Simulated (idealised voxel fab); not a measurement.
The process module that follows is named voxel self aligned vias.
The width of the displayed cross-section, cut, is 210 nm; its cells are square, with a size of 5 nm.
A cross-section is written here as square cells arranged in a grid, and it is given in bands from the top down, each band taking up one or more rows of cells.
Heads up on the band format: heights come first, top then bottom, in nm. After that it's the materials left to right, each with its width in nm. A single material flagged "full width" fills the whole band edge to edge, and "air" means there's empty space there.
Heights are expressed relative to 0, this being the level below which the as-received wafer comprises one material exclusively. The lowest band is unbounded in the downward direction and is denoted as in "z 0 and below".
The two numbers in a width such as "30 to 40" mark its ends across the band: the first belongs to the top row of cells, the second to the bottom row, and from each row to the next the width moves by the same amount.
"no modification", as given for a step, is the statement that not any cell of the cross-section underwent a change during that step.
Look at "Trapped voids" for the closed voids: empty spaces with no open path to the top, sized 8 cells or up. Each is width x height at distance, distance from the left edge, all nm.
That trailing text on a step's line, after the settings, is the simulator's own remark on the step.
On any step carrying a mask, the "overlay nm" setting, if present on the step's line, tells how far right of its planned place the mask lay; negative values point to the left.
[Process steps (planned)]
step 1: RECEIVE | material Si
step 2: CONFORMAL_DEP | material SiO2 | thk nm 15
step 3: CONFORMAL_DEP | material SiCN | thk nm 5
step 4: DIRECTIONAL_DEP | material SiO2 | thk nm 20
step 5: PATTERN | tone open | mask id LINES | material resist | width nm 20 | pitch nm 55 | thk nm 15 | overlay nm 0
step 6: DIRECTIONAL_ETCH | etch materials SiO2 | depth nm 20
step 7: STRIP | etch materials resist
step 8: CONFORMAL_DEP | material TiN | thk nm 5
step 9: FILL_DEP | material Ru | thk nm 5
step 10: CMP | height nm 40
step 11: SELECTIVE_ETCH | etch materials W Ru TiN | depth nm 10
step 12: FILL_DEP | material SiN | thk nm 10
step 13: CMP | height nm 40
step 14: DIRECTIONAL_DEP | material SiO2 | thk nm 20
step 15: MASKED_ETCH | tone open | mask id VIAS | width nm 40 | pitch nm 110 | etch materials SiO2 | depth nm 20 | overlay nm 0
step 16: MASKED_ETCH | tone open | mask id VIAS | width nm 40 | pitch nm 110 | etch materials SiN | depth nm 10 | overlay nm 0
step 17: CONFORMAL_DEP | material TiN | thk nm 5
step 18: FILL_DEP | material Cu | thk nm 10
step 19: CMP | height nm 60
step 20: CONFORMAL_DEP | material SiCN | thk nm 5
[Run as planned: first of two wafers]
[Shown in cross-section is the wafer as received, that is, as it stands after step 1]
z 0 and below | Si full width
Trapped voids: none
[Step 2 complete: cross-section through the wafer]
z 15 to 0 | SiO2 full width
Everything under 0 stays put, no change at all.
[Step 3 complete: cross-section through the wafer]
z 20 to 15 | SiCN full width
Everything under 15 stays put, no change at all.
[Step 4 complete: cross-section through the wafer]
z 40 to 20 | SiO2 full width
Everything under 20 stays put, no change at all.
[Step 5 complete: cross-section through the wafer]
z 55 to 40 | resist=40  air=20  resist=35  air=20  resist=35  air=20  resist=40
Everything under 40 stays put, no change at all.
[Step 6 complete: cross-section through the wafer]
z 55 to 40 | resist=40  air=20  resist=35  air=20  resist=35  air=20  resist=40
z 40 to 20 | SiO2=40  air=20  SiO2=35  air=20  SiO2=35  air=20  SiO2=40
Everything under 20 stays put, no change at all.
[Step 7 complete: cross-section through the wafer]
z 40 to 20 | SiO2=40  air=20  SiO2=35  air=20  SiO2=35  air=20  SiO2=40
Everything under 20 stays put, no change at all.
[Step 8 complete: cross-section through the wafer]
z 45 to 40 | TiN=45  air=10  TiN=45  air=10  TiN=45  air=10  TiN=45
z 40 to 25 | SiO2=40  TiN=5  air=10  TiN=5  SiO2=35  TiN=5  air=10  TiN=5  SiO2=35  TiN=5  air=10  TiN=5  SiO2=40
z 25 to 20 | SiO2=40  TiN=20  SiO2=35  TiN=20  SiO2=35  TiN=20  SiO2=40
Everything under 20 stays put, no change at all.
[Step 9 complete: cross-section through the wafer]
z 50 to 45 | Ru full width
z 45 to 40 | TiN=45  Ru=10  TiN=45  Ru=10  TiN=45  Ru=10  TiN=45
z 40 to 25 | SiO2=40  TiN=5  Ru=10  TiN=5  SiO2=35  TiN=5  Ru=10  TiN=5  SiO2=35  TiN=5  Ru=10  TiN=5  SiO2=40
Everything under 25 stays put, no change at all.
[Step 10 complete: cross-section through the wafer]
z 40 to 25 | SiO2=40  TiN=5  Ru=10  TiN=5  SiO2=35  TiN=5  Ru=10  TiN=5  SiO2=35  TiN=5  Ru=10  TiN=5  SiO2=40
Everything under 25 stays put, no change at all.
[Step 11 complete: cross-section through the wafer]
z 40 to 30 | SiO2=40  air=20  SiO2=35  air=20  SiO2=35  air=20  SiO2=40
Everything under 30 stays put, no change at all.
[Step 12 complete: cross-section through the wafer]
z 50 to 40 | SiN full width
z 40 to 30 | SiO2=40  SiN=20  SiO2=35  SiN=20  SiO2=35  SiN=20  SiO2=40
Everything under 30 stays put, no change at all.
[Step 13 complete: cross-section through the wafer]
z 40 to 30 | SiO2=40  SiN=20  SiO2=35  SiN=20  SiO2=35  SiN=20  SiO2=40
Everything under 30 stays put, no change at all.
[Step 14 complete: cross-section through the wafer]
z 60 to 40 | SiO2 full width
Everything under 40 stays put, no change at all.
[Step 15 complete: cross-section through the wafer]
z 60 to 40 | SiO2=30  air=40  SiO2=70  air=40  SiO2=30
Everything under 40 stays put, no change at all.
[Step 16 complete: cross-section through the wafer]
z 60 to 40 | SiO2=30  air=40  SiO2=70  air=40  SiO2=30
z 40 to 30 | SiO2=40  air=20  SiO2=35  SiN=20  SiO2=35  air=20  SiO2=40
Everything under 30 stays put, no change at all.
[Step 17 complete: cross-section through the wafer]
z 65 to 60 | TiN=35  air=30  TiN=80  air=30  TiN=35
z 60 to 45 | SiO2=30  TiN=5  air=30  TiN=5  SiO2=70  TiN=5  air=30  TiN=5  SiO2=30
z 45 to 40 | SiO2=30  TiN=15  air=10  TiN=15  SiO2=70  TiN=15  air=10  TiN=15  SiO2=30
z 40 to 35 | SiO2=40  TiN=5  air=10  TiN=5  SiO2=35  SiN=20  SiO2=35  TiN=5  air=10  TiN=5  SiO2=40
z 35 to 30 | SiO2=40  TiN=20  SiO2=35  SiN=20  SiO2=35  TiN=20  SiO2=40
Everything under 30 stays put, no change at all.
[Step 18 complete: cross-section through the wafer]
z 75 to 65 | Cu full width
z 65 to 60 | TiN=35  Cu=30  TiN=80  Cu=30  TiN=35
z 60 to 45 | SiO2=30  TiN=5  Cu=30  TiN=5  SiO2=70  TiN=5  Cu=30  TiN=5  SiO2=30
z 45 to 40 | SiO2=30  TiN=15  Cu=10  TiN=15  SiO2=70  TiN=15  Cu=10  TiN=15  SiO2=30
z 40 to 35 | SiO2=40  TiN=5  Cu=10  TiN=5  SiO2=35  SiN=20  SiO2=35  TiN=5  Cu=10  TiN=5  SiO2=40
Everything under 35 stays put, no change at all.
[Step 19 complete: cross-section through the wafer]
z 60 to 45 | SiO2=30  TiN=5  Cu=30  TiN=5  SiO2=70  TiN=5  Cu=30  TiN=5  SiO2=30
Everything under 45 stays put, no change at all.
[Step 20 complete: cross-section through the wafer]
z 65 to 60 | SiCN full width
Everything under 60 stays put, no change at all.
[Here the second wafer is described. Its start and its plan were those of the first wafer. Its run contained one mistake. Up to and including step 1, it did exactly what the first wafer did]
[Second wafer, sectioned view, at step 2's planned end time]
z 30 to 0 | SiO2 full width
Everything under 0 stays put, no change at all.
[Second wafer, sectioned view, at step 3's planned end time]
z 35 to 30 | SiCN full width
Everything under 30 stays put, no change at all.
[Second wafer, sectioned view, at step 4's planned end time]
z 55 to 35 | SiO2 full width
Everything under 35 stays put, no change at all.
[Second wafer, sectioned view, at step 5's planned end time]
z 70 to 55 | resist=40  air=20  resist=35  air=20  resist=35  air=20  resist=40
Everything under 55 stays put, no change at all.
[Second wafer, sectioned view, at step 6's planned end time]
z 70 to 55 | resist=40  air=20  resist=35  air=20  resist=35  air=20  resist=40
z 55 to 35 | SiO2=40  air=20  SiO2=35  air=20  SiO2=35  air=20  SiO2=40
Everything under 35 stays put, no change at all.
[Second wafer, sectioned view, at step 7's planned end time]
z 55 to 35 | SiO2=40  air=20  SiO2=35  air=20  SiO2=35  air=20  SiO2=40
Everything under 35 stays put, no change at all.
[Second wafer, sectioned view, at step 8's planned end time]
z 60 to 55 | TiN=45  air=10  TiN=45  air=10  TiN=45  air=10  TiN=45
z 55 to 40 | SiO2=40  TiN=5  air=10  TiN=5  SiO2=35  TiN=5  air=10  TiN=5  SiO2=35  TiN=5  air=10  TiN=5  SiO2=40
z 40 to 35 | SiO2=40  TiN=20  SiO2=35  TiN=20  SiO2=35  TiN=20  SiO2=40
Everything under 35 stays put, no change at all.
[Second wafer, sectioned view, at step 9's planned end time]
z 65 to 60 | Ru full width
z 60 to 55 | TiN=45  Ru=10  TiN=45  Ru=10  TiN=45  Ru=10  TiN=45
z 55 to 40 | SiO2=40  TiN=5  Ru=10  TiN=5  SiO2=35  TiN=5  Ru=10  TiN=5  SiO2=35  TiN=5  Ru=10  TiN=5  SiO2=40
Everything under 40 stays put, no change at all.
[Second wafer, sectioned view, at step 10's planned end time]
z 40 to 35 | SiO2=40  TiN=20  SiO2=35  TiN=20  SiO2=35  TiN=20  SiO2=40
Everything under 35 stays put, no change at all.
[Second wafer, sectioned view, at step 11's planned end time]
z 40 to 35 | SiO2=40  air=20  SiO2=35  air=20  SiO2=35  air=20  SiO2=40
Everything under 35 stays put, no change at all.
[Second wafer, sectioned view, at step 12's planned end time]
z 50 to 40 | SiN full width
z 40 to 35 | SiO2=40  SiN=20  SiO2=35  SiN=20  SiO2=35  SiN=20  SiO2=40
Everything under 35 stays put, no change at all.
[Second wafer, sectioned view, at step 13's planned end time]
z 40 to 35 | SiO2=40  SiN=20  SiO2=35  SiN=20  SiO2=35  SiN=20  SiO2=40
Everything under 35 stays put, no change at all.
[Second wafer, sectioned view, at step 14's planned end time]
z 60 to 40 | SiO2 full width
Everything under 40 stays put, no change at all.
[Second wafer, sectioned view, at step 15's planned end time]
z 60 to 40 | SiO2=30  air=40  SiO2=70  air=40  SiO2=30
Everything under 40 stays put, no change at all.
[Second wafer, sectioned view, at step 16's planned end time]
z 60 to 40 | SiO2=30  air=40  SiO2=70  air=40  SiO2=30
z 40 to 35 | SiO2=40  air=20  SiO2=35  SiN=20  SiO2=35  air=20  SiO2=40
Everything under 35 stays put, no change at all.
[Second wafer, sectioned view, at step 17's planned end time]
z 65 to 60 | TiN=35  air=30  TiN=80  air=30  TiN=35
z 60 to 45 | SiO2=30  TiN=5  air=30  TiN=5  SiO2=70  TiN=5  air=30  TiN=5  SiO2=30
z 45 to 40 | SiO2=30  TiN=15  air=10  TiN=15  SiO2=70  TiN=15  air=10  TiN=15  SiO2=30
z 40 to 35 | SiO2=40  TiN=20  SiO2=35  SiN=20  SiO2=35  TiN=20  SiO2=40
Everything under 35 stays put, no change at all.
[Second wafer, sectioned view, at step 18's planned end time]
z 75 to 65 | Cu full width
z 65 to 60 | TiN=35  Cu=30  TiN=80  Cu=30  TiN=35
z 60 to 45 | SiO2=30  TiN=5  Cu=30  TiN=5  SiO2=70  TiN=5  Cu=30  TiN=5  SiO2=30
z 45 to 40 | SiO2=30  TiN=15  Cu=10  TiN=15  SiO2=70  TiN=15  Cu=10  TiN=15  SiO2=30
Everything under 40 stays put, no change at all.
[Second wafer, sectioned view, at step 19's planned end time]
z 60 to 45 | SiO2=30  TiN=5  Cu=30  TiN=5  SiO2=70  TiN=5  Cu=30  TiN=5  SiO2=30
Everything under 45 stays put, no change at all.
[Second wafer, sectioned view, at step 20's planned end time]
z 65 to 60 | SiCN full width
Everything under 60 stays put, no change at all.
Processing error: regarding the plan, step 2 was run twice
At the finish, the second wafer shows more or fewer cells for some materials than the first does: Cu -4 | Ru -6 | SiN -4 | SiO2 +36 | TiN -22
